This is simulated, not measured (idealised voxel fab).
This is a process module. Its name is voxel capacitor over wiring.
In the cross-section labelled cut, the width is 180 nm and each square cell is 5 nm.
For the purposes of this document, a cross-section shall be understood as a grid of square cells, specified as bands listed in top-to-bottom order, each band consisting of one or more rows of cells.
Look at the band entry: it leads with the top's height and the bottom's height in nm. Then it lists the materials left to right, with a width in nm for each. The word "all across" on a single material says that material fills the band edge to edge. The word "blank" is empty space.
Heads up on the height convention: 0 is the point under which the incoming wafer is all one material, and the lowest band has no bottom, it just keeps going down, like "top 0, no bottom".
A width such as "30->40" changes by the same amount from each row of cells to the next, from the band's top row to its bottom row.
"nothing different" means the step left every cell of the cross-section as it was.
For the entry "Enclosed cavities", the listed items are empty spaces with no open way to the top whose size is 8 cells or more; each item follows the pattern width x height at distance, where distance is from the left edge and all three are in nm.
Whatever follows a step's settings on its line is a remark the simulator itself makes about that step.
overlay nm: mask offset rightward from planned place, masked step; negative means leftward offset.
Plan:
1: op RECEIVE | material Si
2: op CONFORMAL_DEP | material SiO2 | thk nm 10
3: op DIRECTIONAL_DEP | material TiN | thk nm 5
4: op DIRECTIONAL_DEP | material Ru | thk nm 20
5: op MASKED_ETCH | tone cover | mask id METAL_1 | width nm 20 | pitch nm 75 | etch materials Ru | depth nm 20 | overlay nm 0
6: op MASKED_ETCH | tone cover | mask id METAL_1 | width nm 20 | pitch nm 75 | etch materials TiN | depth nm 5 | overlay nm 0
7: op CONFORMAL_DEP | material SiN | thk nm 5
8: op FILL_DEP | material SiO2 | thk nm 10
9: op CMP | height nm 35
10: op CONFORMAL_DEP | material SiCN | thk nm 5
11: op DIRECTIONAL_DEP | material lowk | thk nm 10
12: op PATTERN | tone open | mask id PLUG_1 | material resist | width nm 15 | thk nm 15 | overlay nm 0
13: op DIRECTIONAL_ETCH | etch materials lowk | depth nm 10
14: op DIRECTIONAL_ETCH | etch materials SiCN | depth nm 5
15: op STRIP | etch materials resist
16: op CONFORMAL_DEP | material TiN | thk nm 5
17: op FILL_DEP | material W | thk nm 10
18: op CMP | height nm 50
19: op DIRECTIONAL_DEP | material TiN | thk nm 5
20: op DIRECTIONAL_DEP | material SiN | thk nm 5
21: op DIRECTIONAL_DEP | material TiN | thk nm 10
22: op PATTERN | tone cover | mask id UPPER_PLATE | material resist | width nm 60 | thk nm 15 | overlay nm 0
23: op DIRECTIONAL_ETCH | etch materials TiN | depth nm 10
24: op DIRECTIONAL_ETCH | etch materials SiN | depth nm 5
25: op STRIP | etch materials resist
26: op PATTERN | tone cover | mask id LOWER_PLATE | material resist | width nm 70 | thk nm 15 | overlay nm 0
27: op DIRECTIONAL_ETCH | etch materials TiN | depth nm 5
28: op STRIP | etch materials resist
29: op FILL_DEP | material SiO2 | thk nm 15
30: op CMP | height nm 80
31: op PATTERN | tone open | mask id PLUG_2 | material resist | width nm 15 | thk nm 15 | overlay nm 0
32: op DIRECTIONAL_ETCH | etch materials SiO2 | depth nm 10
33: op STRIP | etch materials resist
34: op CONFORMAL_DEP | material TiN | thk nm 5
35: op FILL_DEP | material Ru | thk nm 10
36: op CMP | height nm 80
37: op CONFORMAL_DEP | material SiCN | thk nm 5
Here's what the wafer looked like in cross-section when it arrived - that's after step 1:
* top 0, no bottom = Si all across
* Enclosed cavities: none
Look at the cross-section after the module: the wafer started out the way shown above and the plan was the one shown above, yet one mistake was made along the way:
* top 85, bottom 80 = SiCN all across
* top 80, bottom 75 = SiO2 (55), then TiN (5), then Ru (10), then TiN (5), then SiO2 (105)
* top 75, bottom 70 = SiO2 (55), then TiN (20), then SiO2 (105)
* top 70, bottom 60 = SiO2 (45), then TiN (60), then SiO2 (75)
* top 60, bottom 55 = SiO2 (45), then SiN (60), then SiO2 (75)
* top 55, bottom 50 = SiO2 (40), then TiN (70), then SiO2 (70)
* top 50, bottom 40 = lowk (45), then TiN (5), then W (5), then TiN (5), then lowk (120)
* top 40, bottom 35 = SiCN (45), then TiN (15), then SiCN (120)
* top 35, bottom 15 = SiO2 (35), then SiN (5), then Ru (20), then SiN (5), then SiO2 (45), then SiN (5), then Ru (20), then SiN (5), then SiO2 (40)
* top 15, bottom 10 = SiN (40), then TiN (20), then SiN (55), then TiN (20), then SiN (45)
* top 10, bottom 0 = SiO2 all across
* top 0, no bottom = Si all across
* Enclosed cavities: none
What was the processing mistake? step 31 off recipe, ran as op PATTERN | tone open | mask id PLUG_2 | material resist | width nm 20 | thk nm 15 | overlay nm 0
